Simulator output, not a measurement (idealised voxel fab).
process module | voxel plated lines
cross-section cut | 295 nm wide | cells 5 nm
A cross-section is a grid of square cells, given in bands from the top down. A band is one or more rows of cells.
Each band's line starts with the height of the band's top and of its bottom, in nm. Then come its materials from left to right, each with its width in nm. One material with "throughout" fills the band from edge to edge. "air" is empty space.
Height 0 is the level under which the wafer as received is all one material. The lowest band goes on downwards, as in "0 down".
A width such as "30 to 40" changes by the same amount from each row of cells to the next, from the band's top row to its bottom row.
"no change" after a step means that no cell of the cross-section changed.
closed voids: empty space of 8 cells or more with no open way to the top, each as width x height at its distance from the left edge, in nm
after a step's settings: what the simulator itself notes on the step
overlay nm, on a step with a mask: how far to the right of its planned place the mask lay; to the left if negative
plan
1 op RECEIVE | material Si
2 op CONFORMAL_DEP | material Al2O3 | thk nm 15
3 op DIRECTIONAL_DEP | material TiN | thk nm 5
4 op PATTERN | tone open | mask id LINES | material resist | width nm 30 | pitch nm 55 | thk nm 20 | overlay nm 0
5 op EPI | material Ru | thk nm 5
6 op STRIP | etch materials resist
7 op DIRECTIONAL_ETCH | etch materials TiN | depth nm 5
8 op CONFORMAL_DEP | material SiN | thk nm 10
as received, after step 1
  0 down: Si throughout
  closed voids: none
a wafer at the end: this start, this plan, one mistake
  20 to 10: air 95 | SiN 50 | air 5 | SiN 50 | air 95
  10 to 5: SiN 105 | Ru 30 | SiN 25 | Ru 30 | SiN 105
  5 to 0: SiN 105 | TiN 30 | SiN 25 | TiN 30 | SiN 105
  0 down: Si throughout
  closed voids: none
what went wrong: step 2 was left out
